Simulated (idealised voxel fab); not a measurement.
This section sets out a process module, namely voxel transistor to metal.
We display cut, a cross-section 280 nm in width whose square cells are each 5 nm.
A cross-section is a grid of square cells, given in bands from the top down. A band is one or more rows of cells. Band: top height; bottom height; in nm. Then, left to right: material with width in nm, for each material. "all across": a single material spanning edge to edge. "blank": empty space. Height is counted from the level 0, under which the received wafer is composed throughout of one material. The lowest of the bands is not closed at the bottom but continues downward, in the notation "from 0 down". A two-number width, for instance "30 to 40", indicates that the width is equal to the first number in the top row of the band and to the second number in the bottom row, and that it changes by a constant amount per row of cells. A step reported as "no change" is a step in which no cell of the cross-section changed. You'll see "Entrapped void list" listing empty spaces that have no way open to the top, as long as they're 8 cells or more; the notation is width x height at distance, where the distance is from the left edge, and all of it is in nm. Step line, after settings: the simulator's comment on this step. overlay nm: step with mask; distance mask lay right of planned place; negative value = left of planned place.

### Intended process steps
- 1: RECEIVE: material Si
- 2: CONFORMAL_DEP: material SiO2, thk nm 5
- 3: CONFORMAL_DEP: material SiN, thk nm 15
- 4: DIRECTIONAL_DEP: material aC, thk nm 10
- 5: PATTERN: tone cover, mask id ACTIVE, material resist, width nm 105, pitch nm 125, thk nm 25, overlay nm 0
- 6: DIRECTIONAL_ETCH: etch materials aC, depth nm 10
- 7: STRIP: etch materials resist
- 8: DIRECTIONAL_ETCH: etch materials SiN, depth nm 15
- 9: DIRECTIONAL_ETCH: etch materials SiO2, depth nm 5
- 10: DIRECTIONAL_ETCH: etch materials Si, depth nm 30
- 11: STRIP: etch materials aC
- 12: FILL_DEP: material SiO2, thk nm 5
- 13: CMP: height nm 20
- 14: SELECTIVE_ETCH: etch materials SiO2, depth nm 15
- 15: STRIP: etch materials SiN
- 16: SELECTIVE_ETCH: etch materials SiO2, depth nm 5
- 17: OXIDIZE: depth nm 5
- 18: DIRECTIONAL_DEP: material polySi, thk nm 30
- 19: DIRECTIONAL_DEP: material SiCN, thk nm 15
- 20: PATTERN: tone cover, mask id GATE, material resist, width nm 25, pitch nm 125, thk nm 15, overlay nm 0
- 21: DIRECTIONAL_ETCH: etch materials SiCN, depth nm 25
- 22: DIRECTIONAL_ETCH: etch materials polySi, depth nm 40
- 23: STRIP: etch materials resist
- 24: CONFORMAL_DEP: material SiO2, thk nm 5
- 25: DIRECTIONAL_ETCH: etch materials SiO2, depth nm 5
- 26: CONFORMAL_DEP: material SiN, thk nm 10
- 27: DIRECTIONAL_ETCH: etch materials SiN, depth nm 10
- 28: DIRECTIONAL_ETCH: etch materials SiO2, depth nm 5
- 29: DIRECTIONAL_ETCH: etch materials Si, depth nm 15
- 30: EPI: material SiGe, thk nm 20
- 31: FILL_DEP: material SiO2, thk nm 10
- 32: CMP: height nm 45
- 33: DIRECTIONAL_DEP: material SiO2, thk nm 10
- 34: DIRECTIONAL_DEP: material aC, thk nm 10
- 35: PATTERN: tone open, mask id CONTACT, material resist, width nm 30, thk nm 25, overlay nm 0
- 36: DIRECTIONAL_ETCH: etch materials aC, depth nm 10
- 37: STRIP: etch materials resist
- 38: DIRECTIONAL_ETCH: etch materials SiO2, depth nm 40
- 39: STRIP: etch materials aC
- 40: CONFORMAL_DEP: material TiN, thk nm 5
- 41: FILL_DEP: material W, thk nm 10
- 42: CMP: height nm 55
- 43: DIRECTIONAL_DEP: material TiN, thk nm 5
- 44: DIRECTIONAL_DEP: material Ru, thk nm 20
- 45: DIRECTIONAL_DEP: material aC, thk nm 10
- 46: PATTERN: tone cover, mask id METAL_1, material resist, width nm 20, thk nm 25, overlay nm 0
- 47: DIRECTIONAL_ETCH: etch materials aC, depth nm 10
- 48: STRIP: etch materials resist
- 49: DIRECTIONAL_ETCH: etch materials Ru, depth nm 20
- 50: DIRECTIONAL_ETCH: etch materials TiN, depth nm 5
- 51: STRIP: etch materials aC
- 52: FILL_DEP: material SiO2, thk nm 5
- 53: CMP: height nm 80
- 54: CONFORMAL_DEP: material SiN, thk nm 5

### As-received wafer cross-section (after step 1)
* from 0 down: Si all across
* Entrapped void list: none

### End-of-module cross-section of the first of two wafers, processed as planned
* from 85 to 80: SiN all across
* from 80 to 60: 30 of SiO2 | 20 of Ru | 55 of SiO2 | 20 of Ru | 30 of SiO2 | 20 of Ru | 55 of SiO2 | 20 of Ru | 30 of SiO2
* from 60 to 55: 30 of SiO2 | 20 of TiN | 55 of SiO2 | 20 of TiN | 30 of SiO2 | 20 of TiN | 55 of SiO2 | 20 of TiN | 30 of SiO2
* from 55 to 45: 30 of SiO2 | 5 of TiN | 20 to 10 of W | 5 to 15 of TiN | 35 of SiO2 | 5 to 15 of TiN | 20 to 10 of W | 5 of TiN | 30 of SiO2 | 5 of TiN | 20 to 10 of W | 5 to 15 of TiN | 35 of SiO2 | 5 to 15 of TiN | 20 to 10 of W | 5 of TiN | 30 of SiO2
* from 45 to 30: 30 of SiO2 | 5 of TiN | 10 of W | 5 of TiN | 10 of SiN | 5 of SiO2 | 25 of SiCN | 5 of SiO2 | 10 of SiN | 5 of TiN | 10 of W | 5 of TiN | 30 of SiO2 | 5 of TiN | 10 of W | 5 of TiN | 10 of SiN | 5 of SiO2 | 25 of SiCN | 5 of SiO2 | 10 of SiN | 5 of TiN | 10 of W | 5 of TiN | 30 of SiO2
* from 30 to 20: 30 of SiO2 | 5 of TiN | 10 of W | 5 of TiN | 10 of SiN | 5 of SiO2 | 25 of polySi | 5 of SiO2 | 10 of SiN | 5 of TiN | 10 of W | 5 of TiN | 30 of SiO2 | 5 of TiN | 10 of W | 5 of TiN | 10 of SiN | 5 of SiO2 | 25 of polySi | 5 of SiO2 | 10 of SiN | 5 of TiN | 10 of W | 5 of TiN | 30 of SiO2
* from 20 to 15: 30 of SiO2 | 20 of TiN | 10 of SiN | 5 of SiO2 | 25 of polySi | 5 of SiO2 | 10 of SiN | 20 of TiN | 30 of SiO2 | 20 of TiN | 10 of SiN | 5 of SiO2 | 25 of polySi | 5 of SiO2 | 10 of SiN | 20 of TiN | 30 of SiO2
* from 15 to 0: 30 of SiO2 | 20 of SiGe | 10 of SiN | 5 of SiO2 | 25 of polySi | 5 of SiO2 | 10 of SiN | 20 of SiGe | 30 of SiO2 | 20 of SiGe | 10 of SiN | 5 of SiO2 | 25 of polySi | 5 of SiO2 | 10 of SiN | 20 of SiGe | 30 of SiO2
* from 0 to -5: 20 of SiO2 | 30 of SiGe | 55 of SiO2 | 30 of SiGe | 10 of SiO2 | 30 of SiGe | 55 of SiO2 | 30 of SiGe | 20 of SiO2
* from -5 to -20: 25 of SiO2 | 25 of SiGe | 55 of Si | 25 of SiGe | 20 of SiO2 | 25 of SiGe | 55 of Si | 25 of SiGe | 25 of SiO2
* from -20 to -30: 25 of SiO2 | 105 of Si | 20 of SiO2 | 105 of Si | 25 of SiO2
* from -30 down: Si all across
* Entrapped void list: none

### Second of two wafers, module complete, sectioned: it shares the first wafer's start and plan but was run with one mistake
* from 85 to 80: SiN all across
* from 80 to 60: 30 of SiO2 | 20 of Ru | 55 of SiO2 | 20 of Ru | 30 of SiO2 | 20 of Ru | 55 of SiO2 | 20 of Ru | 30 of SiO2
* from 60 to 55: 30 of SiO2 | 20 of TiN | 55 of SiO2 | 20 of TiN | 30 of SiO2 | 20 of TiN | 55 of SiO2 | 20 of TiN | 30 of SiO2
* from 55 to 45: 30 of SiO2 | 5 of TiN | 20 of W | 5 of TiN | 35 of SiO2 | 5 of TiN | 20 of W | 5 of TiN | 30 of SiO2 | 5 of TiN | 20 of W | 5 of TiN | 35 of SiO2 | 5 of TiN | 20 of W | 5 of TiN | 30 of SiO2
* from 45 to 30: 30 of SiO2 | 5 of TiN | 20 of W | 5 of TiN | 5 of SiO2 | 25 of SiCN | 5 of SiO2 | 5 of TiN | 20 of W | 5 of TiN | 30 of SiO2 | 5 of TiN | 20 of W | 5 of TiN | 5 of SiO2 | 25 of SiCN | 5 of SiO2 | 5 of TiN | 20 of W | 5 of TiN | 30 of SiO2
* from 30 to 20: 30 of SiO2 | 5 of TiN | 20 of W | 5 of TiN | 5 of SiO2 | 25 of polySi | 5 of SiO2 | 5 of TiN | 20 of W | 5 of TiN | 30 of SiO2 | 5 of TiN | 20 of W | 5 of TiN | 5 of SiO2 | 25 of polySi | 5 of SiO2 | 5 of TiN | 20 of W | 5 of TiN | 30 of SiO2
* from 20 to 15: 30 of SiO2 | 30 of TiN | 5 of SiO2 | 25 of polySi | 5 of SiO2 | 30 of TiN | 30 of SiO2 | 30 of TiN | 5 of SiO2 | 25 of polySi | 5 of SiO2 | 30 of TiN | 30 of SiO2
* from 15 to 0: 40 of SiO2 | 20 of SiGe | 5 of SiO2 | 25 of polySi | 5 of SiO2 | 20 of SiGe | 50 of SiO2 | 20 of SiGe | 5 of SiO2 | 25 of polySi | 5 of SiO2 | 20 of SiGe | 40 of SiO2
* from 0 to -5: 20 of SiO2 | 40 of SiGe | 35 of SiO2 | 40 of SiGe | 10 of SiO2 | 40 of SiGe | 35 of SiO2 | 40 of SiGe | 20 of SiO2
* from -5 to -20: 25 of SiO2 | 35 of SiGe | 35 of Si | 35 of SiGe | 20 of SiO2 | 35 of SiGe | 35 of Si | 35 of SiGe | 25 of SiO2
* from -20 to -30: 25 of SiO2 | 105 of Si | 20 of SiO2 | 105 of Si | 25 of SiO2
* from -30 down: Si all across
* Entrapped void list: none
Here's what went sideways: plan step 26 skipped
Counted in cells at the end, the second wafer holds more or fewer of these materials than the first: Si: 24 fewer; SiGe: 32 more; SiN: 72 fewer; SiO2: 16 more; W: 48 more
